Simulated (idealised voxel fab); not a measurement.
process module | voxel tone inversion
cross-section cut | 295 nm wide | cells 5 nm
A cross-section is a grid of square cells, given in bands from the top down. A band is one or more rows of cells.
Each band's line starts with the height of the band's top and of its bottom, in nm. Then come its materials from left to right, each with its width in nm. One material with "throughout" fills the band from edge to edge. "air" is empty space.
Height 0 is the level under which the wafer as received is all one material. The lowest band goes on downwards, as in "0 down".
A width such as "30 to 40" changes by the same amount from each row of cells to the next, from the band's top row to its bottom row.
"no change" after a step means that no cell of the cross-section changed.
closed voids: empty space of 8 cells or more with no open way to the top, each as width x height at its distance from the left edge, in nm
after a step's settings: what the simulator itself notes on the step
overlay nm, on a step with a mask: how far to the right of its planned place the mask lay; to the left if negative
Each pair below shows a cross-section before one step and the cross-section after it, down to the lowest band that changed. The line under each pair gives the step between them, with its settings. The pairs can come from different runs of this module on the same starting wafer, so a pair continues from the pair above only where its "before" says so.
before
  0 down: Si throughout
  closed voids: none
after
  5 to 0: SiN throughout
  below 0: unchanged
  closed voids: none
the step between: op CONFORMAL_DEP | material SiN | thk nm 5
before: the cross-section after the pair above
after
  25 to 5: aC throughout
  below 5: unchanged
  closed voids: none
the step between: op DIRECTIONAL_DEP | material aC | thk nm 20
before: the cross-section after the pair above
after
  50 to 25: air 110 | resist 15 | air 15 | resist 15 | air 15 | resist 15 | air 110
  below 25: unchanged
  closed voids: none
the step between: op PATTERN | tone cover | mask id POSTS | material resist | width nm 15 | pitch nm 30 | thk nm 25 | overlay nm 0
before: the cross-section after the pair above
after
  30 to 25: air 110 | resist 15 | air 15 | resist 15 | air 15 | resist 15 | air 110
  25 to 5: air 110 | aC 15 | air 15 | aC 15 | air 15 | aC 15 | air 110
  below 5: unchanged
  closed voids: none
the step between: op DIRECTIONAL_ETCH | etch materials aC | depth nm 20
before: the cross-section after the pair above
after
  25 to 5: air 110 | aC 15 | air 15 | aC 15 | air 15 | aC 15 | air 110
  below 5: unchanged
  closed voids: none
the step between: op STRIP | etch materials resist
before: the cross-section after the pair above
after
  30 to 25: SiO2 throughout
  25 to 5: SiO2 110 | aC 15 | SiO2 15 | aC 15 | SiO2 15 | aC 15 | SiO2 110
  below 5: unchanged
  closed voids: none
the step between: op FILL_DEP | material SiO2 | thk nm 5
before: the cross-section after the pair above
after
  25 to 5: SiO2 110 | aC 15 | SiO2 15 | aC 15 | SiO2 15 | aC 15 | SiO2 110
  below 5: unchanged
  closed voids: none
the step between: op CMP | height nm 25
before: the cross-section after the pair above
after
  25 to 5: SiO2 110 | air 15 | SiO2 15 | air 15 | SiO2 15 | air 15 | SiO2 110
  below 5: unchanged
  closed voids: none
the step between: op STRIP | etch materials aC
before
  0 down: Si throughout
  closed voids: none
after
  20 to 0: aC throughout
  below 0: unchanged
  closed voids: none
the step between: op DIRECTIONAL_DEP | material aC | thk nm 20
before: the cross-section after the pair above
after
  45 to 20: air 110 | resist 15 | air 15 | resist 15 | air 15 | resist 15 | air 110
  below 20: unchanged
  closed voids: none
the step between: op PATTERN | tone cover | mask id POSTS | material resist | width nm 15 | pitch nm 30 | thk nm 25 | overlay nm 0
before: the cross-section after the pair above
after
  25 to 20: air 110 | resist 15 | air 15 | resist 15 | air 15 | resist 15 | air 110
  20 to 0: air 110 | aC 15 | air 15 | aC 15 | air 15 | aC 15 | air 110
  below 0: unchanged
  closed voids: none
the step between: op DIRECTIONAL_ETCH | etch materials aC | depth nm 20
before: the cross-section after the pair above
after
  20 to 0: air 110 | aC 15 | air 15 | aC 15 | air 15 | aC 15 | air 110
  below 0: unchanged
  closed voids: none
the step between: op STRIP | etch materials resist
before: the cross-section after the pair above
after
  25 to 20: SiO2 throughout
  20 to 0: SiO2 110 | aC 15 | SiO2 15 | aC 15 | SiO2 15 | aC 15 | SiO2 110
  below 0: unchanged
  closed voids: none
the step between: op FILL_DEP | material SiO2 | thk nm 5
before
  30 to 25: SiO2 throughout
  25 to 5: SiO2 110 | aC 15 | SiO2 15 | aC 15 | SiO2 15 | aC 15 | SiO2 110
  5 to 0: SiN throughout
  0 down: Si throughout
  closed voids: none
after
  35 to 25: SiO2 throughout
  below 25: unchanged
  closed voids: none
the step between: op FILL_DEP | material SiO2 | thk nm 5
before: the cross-section after the pair above
after
  25 to 5: SiO2 110 | aC 15 | SiO2 15 | aC 15 | SiO2 15 | aC 15 | SiO2 110
  below 5: unchanged
  closed voids: none
the step between: op CMP | height nm 25
before
  20 to 0: aC throughout
  0 down: Si throughout
  closed voids: none
after
  25 to 20: SiN throughout
  below 20: unchanged
  closed voids: none
the step between: op CONFORMAL_DEP | material SiN | thk nm 5
before: the cross-section after the pair above
after
  50 to 25: air 110 | resist 15 | air 15 | resist 15 | air 15 | resist 15 | air 110
  below 25: unchanged
  closed voids: none
the step between: op PATTERN | tone cover | mask id POSTS | material resist | width nm 15 | pitch nm 30 | thk nm 25 | overlay nm 0
before: the cross-section after the pair above
after
  30 to 25: air 110 | resist 15 | air 15 | resist 15 | air 15 | resist 15 | air 110
  below 25: unchanged
  closed voids: none
the step between: op DIRECTIONAL_ETCH | etch materials aC | depth nm 20
before: the cross-section after the pair above
after
  25 to 20: SiN throughout
  below 20: unchanged
  closed voids: none
the step between: op STRIP | etch materials resist
before: the cross-section after the pair above
after
  30 to 25: SiO2 throughout
  below 25: unchanged
  closed voids: none
the step between: op FILL_DEP | material SiO2 | thk nm 5
before: the cross-section after the pair above
after
  25 to 20: SiN throughout
  below 20: unchanged
  closed voids: none
the step between: op CMP | height nm 25
before
  0 down: Si throughout
  closed voids: none
after
  15 to 0: SiN throughout
  below 0: unchanged
  closed voids: none
the step between: op CONFORMAL_DEP | material SiN | thk nm 15
before: the cross-section after the pair above
after
  35 to 15: aC throughout
  below 15: unchanged
  closed voids: none
the step between: op DIRECTIONAL_DEP | material aC | thk nm 20
before: the cross-section after the pair above
after
  60 to 35: air 110 | resist 15 | air 15 | resist 15 | air 15 | resist 15 | air 110
  below 35: unchanged
  closed voids: none
the step between: op PATTERN | tone cover | mask id POSTS | material resist | width nm 15 | pitch nm 30 | thk nm 25 | overlay nm 0
before: the cross-section after the pair above
after
  40 to 35: air 110 | resist 15 | air 15 | resist 15 | air 15 | resist 15 | air 110
  35 to 15: air 110 | aC 15 | air 15 | aC 15 | air 15 | aC 15 | air 110
  below 15: unchanged
  closed voids: none
the step between: op DIRECTIONAL_ETCH | etch materials aC | depth nm 20
before: the cross-section after the pair above
after
  35 to 15: air 110 | aC 15 | air 15 | aC 15 | air 15 | aC 15 | air 110
  below 15: unchanged
  closed voids: none
the step between: op STRIP | etch materials resist
before: the cross-section after the pair above
after
  40 to 35: SiO2 throughout
  35 to 15: SiO2 110 | aC 15 | SiO2 15 | aC 15 | SiO2 15 | aC 15 | SiO2 110
  below 15: unchanged
  closed voids: none
the step between: op FILL_DEP | material SiO2 | thk nm 5
before: the cross-section after the pair above
after
  25 to 15: SiO2 110 | aC 15 | SiO2 15 | aC 15 | SiO2 15 | aC 15 | SiO2 110
  below 15: unchanged
  closed voids: none
the step between: op CMP | height nm 25
before: the cross-section after the pair above
after
  25 to 15: SiO2 110 | air 15 | SiO2 15 | air 15 | SiO2 15 | air 15 | SiO2 110
  below 15: unchanged
  closed voids: none
the step between: op STRIP | etch materials aC
before
  25 to 5: aC throughout
  5 to 0: SiN throughout
  0 down: Si throughout
  closed voids: none
after
  50 to 25: air 100 | resist 15 | air 15 | resist 15 | air 15 | resist 15 | air 120
  below 25: unchanged
  closed voids: none
the step between: op PATTERN | tone cover | mask id POSTS | material resist | width nm 15 | pitch nm 30 | thk nm 25 | overlay nm -10
before: the cross-section after the pair above
after
  30 to 25: air 100 | resist 15 | air 15 | resist 15 | air 15 | resist 15 | air 120
  25 to 5: air 100 | aC 15 | air 15 | aC 15 | air 15 | aC 15 | air 120
  below 5: unchanged
  closed voids: none
the step between: op DIRECTIONAL_ETCH | etch materials aC | depth nm 20
before: the cross-section after the pair above
after
  25 to 5: air 100 | aC 15 | air 15 | aC 15 | air 15 | aC 15 | air 120
  below 5: unchanged
  closed voids: none
the step between: op STRIP | etch materials resist
before: the cross-section after the pair above
after
  30 to 25: SiO2 throughout
  25 to 5: SiO2 100 | aC 15 | SiO2 15 | aC 15 | SiO2 15 | aC 15 | SiO2 120
  below 5: unchanged
  closed voids: none
the step between: op FILL_DEP | material SiO2 | thk nm 5
before: the cross-section after the pair above
after
  25 to 5: SiO2 100 | aC 15 | SiO2 15 | aC 15 | SiO2 15 | aC 15 | SiO2 120
  below 5: unchanged
  closed voids: none
the step between: op CMP | height nm 25
before: the cross-section after the pair above
after
  25 to 5: SiO2 100 | air 15 | SiO2 15 | air 15 | SiO2 15 | air 15 | SiO2 120
  below 5: unchanged
  closed voids: none
the step between: op STRIP | etch materials aC
before
  25 to 5: SiO2 110 | aC 15 | SiO2 15 | aC 15 | SiO2 15 | aC 15 | SiO2 110
  5 to 0: SiN throughout
  0 down: Si throughout
  closed voids: none
after
  25 to 5: air 110 | aC 15 | air 15 | aC 15 | air 15 | aC 15 | air 110
  below 5: unchanged
  closed voids: none
the step between: op STRIP | etch materials SiO2
before
  25 to 5: aC throughout
  5 to 0: SiN throughout
  0 down: Si throughout
  closed voids: none
after
  50 to 25: resist 110 | air 15 | resist 15 | air 15 | resist 15 | air 15 | resist 110
  below 25: unchanged
  closed voids: none
the step between: op PATTERN | tone open | mask id POSTS | material resist | width nm 15 | pitch nm 30 | thk nm 25 | overlay nm 0
before: the cross-section after the pair above
after
  30 to 25: resist 110 | air 15 | resist 15 | air 15 | resist 15 | air 15 | resist 110
  25 to 5: aC 110 | air 15 | aC 15 | air 15 | aC 15 | air 15 | aC 110
  below 5: unchanged
  closed voids: none
the step between: op DIRECTIONAL_ETCH | etch materials aC | depth nm 20
before: the cross-section after the pair above
after
  25 to 5: aC 110 | air 15 | aC 15 | air 15 | aC 15 | air 15 | aC 110
  below 5: unchanged
  closed voids: none
the step between: op STRIP | etch materials resist
before: the cross-section after the pair above
after
  30 to 25: SiO2 throughout
  25 to 5: aC 110 | SiO2 15 | aC 15 | SiO2 15 | aC 15 | SiO2 15 | aC 110
  below 5: unchanged
  closed voids: none
the step between: op FILL_DEP | material SiO2 | thk nm 5
before: the cross-section after the pair above
after
  25 to 5: aC 110 | SiO2 15 | aC 15 | SiO2 15 | aC 15 | SiO2 15 | aC 110
  below 5: unchanged
  closed voids: none
the step between: op CMP | height nm 25
before: the cross-section after the pair above
after
  25 to 5: air 110 | SiO2 15 | air 15 | SiO2 15 | air 15 | SiO2 15 | air 110
  below 5: unchanged
  closed voids: none
the step between: op STRIP | etch materials aC
